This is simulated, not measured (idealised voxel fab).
Proc. module: voxel spacer lines
In the cross-section labelled cut, the width is 185 nm and each square cell is 5 nm.
A cross-section is written here as square cells arranged in a grid, and it is given in bands from the top down, each band taking up one or more rows of cells. Look at the band entry: it leads with the top's height and the bottom's height in nm. Then it lists the materials left to right, with a width in nm for each. The word "throughout" on a single material says that material fills the band edge to edge. The word "blank" is empty space. Height datum 0, below which the as-received substrate wafer is one material. Lowest band open at the bottom, running downward: "0 nm and below". Width spec "30..40" -> top row of cells at first value, bottom row at second value, equal per-row change in between. The cross-section has no changed cell in any step marked "remained the same". "Voids, sealed": sealed empty spaces, 8 cells or more, no open way to top, listed width x height at distance, with distance from the left edge and width, height and distance in nm. Text after the settings on a step's line: the simulator's own remark on that step. What "overlay nm" on a step's line means: if the step has a mask, that mask lay this far to the right of its planned place, or, when the value is negative, to the left.

-- Planned process steps
| 1 | RECEIVE with material Si |
| 2 | CONFORMAL_DEP with material Al2O3, thk nm 10 |
| 3 | DIRECTIONAL_DEP with material W, thk nm 10 |
| 4 | DIRECTIONAL_DEP with material polySi, thk nm 25 |
| 5 | PATTERN with tone cover, mask id MANDREL, material resist, width nm 15, pitch nm 50, thk nm 30, overlay nm 0 |
| 6 | DIRECTIONAL_ETCH with etch materials polySi, depth nm 25 |
| 7 | STRIP with etch materials resist |
| 8 | CONFORMAL_DEP with material SiO2, thk nm 10 |
| 9 | DIRECTIONAL_ETCH with etch materials SiO2, depth nm 10 |
| 10 | STRIP with etch materials polySi |
| 11 | DIRECTIONAL_ETCH with etch materials W, depth nm 10 |
| 12 | STRIP with etch materials SiO2 |
| 13 | FILL_DEP with material lowk, thk nm 10 |
| 14 | CMP with height nm 20 |

-- Cross-sectional view of the wafer in its as-received condition, corresponding to the state after step 1
    0 nm and below | Si throughout
    Voids, sealed: none

-- a wafer at the end: this start, this plan, one mistake
    20 nm to 10 nm | Al2O3 throughout
    10 nm to 0 nm | W throughout
    0 nm and below | Si throughout
    Voids, sealed: none
Deviation noted in wafer processing: steps 2 and 3 run out of order (swapped)
